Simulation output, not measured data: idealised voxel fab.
process module | voxel fin reveal
cross-section cut | 270 nm wide | cells 5 nm
A cross-section is a grid of square cells, given in bands from the top down. A band is one or more rows of cells.
Each band's line starts with the height of the band's top and of its bottom, in nm. Then come its materials from left to right, each with its width in nm. One material with "throughout" fills the band from edge to edge. "air" is empty space.
Height 0 is the level under which the wafer as received is all one material. The lowest band goes on downwards, as in "0 down".
A width such as "30 to 40" changes by the same amount from each row of cells to the next, from the band's top row to its bottom row.
"no change" after a step means that no cell of the cross-section changed.
closed voids: empty space of 8 cells or more with no open way to the top, each as width x height at its distance from the left edge, in nm
after a step's settings: what the simulator itself notes on the step
overlay nm, on a step with a mask: how far to the right of its planned place the mask lay; to the left if negative
plan
1 op RECEIVE | material Si
2 op CONFORMAL_DEP | material SiN | thk nm 10
3 op MASKED_ETCH | tone cover | mask id FINS | width nm 15 | pitch nm 40 | etch materials SiN | depth nm 10 | overlay nm 0
4 op MASKED_ETCH | tone cover | mask id FINS | width nm 15 | pitch nm 40 | etch materials Si | depth nm 30 | overlay nm 0
5 op OXIDIZE | depth nm 5
6 op FILL_DEP | material SiO2 | thk nm 5
7 op CMP | height nm 10
8 op SELECTIVE_ETCH | etch materials SiO2 | depth nm 30
9 op STRIP | etch materials SiN
10 op CONFORMAL_DEP | material HfO2 | thk nm 5
first wafer, as planned
as received, after step 1
  0 down: Si throughout
  closed voids: none
after step 2
  10 to 0: SiN throughout
  below 0: unchanged
after step 3
  10 to 0: air 105 | SiN 15 | air 25 | SiN 15 | air 110
  below 0: unchanged
after step 4
  10 to 0: air 105 | SiN 15 | air 25 | SiN 15 | air 110
  0 to -30: air 105 | Si 15 | air 25 | Si 15 | air 110
  below -30: unchanged
after step 5
  10 to 0: air 105 | SiN 15 | air 25 | SiN 15 | air 110
  0 to -30: air 105 | SiO2 5 | Si 5 | SiO2 5 | air 25 | SiO2 5 | Si 5 | SiO2 5 | air 110
  -30 to -35: SiO2 110 | Si 5 | SiO2 35 | Si 5 | SiO2 115
  below -35: unchanged
after step 6
  15 to 10: SiO2 throughout
  10 to 0: SiO2 105 | SiN 15 | SiO2 25 | SiN 15 | SiO2 110
  0 to -35: SiO2 110 | Si 5 | SiO2 35 | Si 5 | SiO2 115
  below -35: unchanged
after step 7
  10 to 0: SiO2 105 | SiN 15 | SiO2 25 | SiN 15 | SiO2 110
  below 0: unchanged
after step 8
  10 to 0: air 105 | SiN 15 | air 25 | SiN 15 | air 110
  0 to -20: air 110 | Si 5 | air 35 | Si 5 | air 115
  below -20: unchanged
after step 9
  0 to -20: air 110 | Si 5 | air 35 | Si 5 | air 115
  below -20: unchanged
after step 10
  5 to 0: air 105 | HfO2 15 | air 25 | HfO2 15 | air 110
  0 to -15: air 105 | HfO2 5 | Si 5 | HfO2 5 | air 25 | HfO2 5 | Si 5 | HfO2 5 | air 110
  -15 to -20: HfO2 110 | Si 5 | HfO2 35 | Si 5 | HfO2 115
  below -20: unchanged
second wafer: like start, like plan, one mistake. Through step 9 it matches the first wafer
when step 10 should have ended: no change
what went wrong: step 10 was left out
at the end the second wafer has, in cells: 70 fewer of HfO2
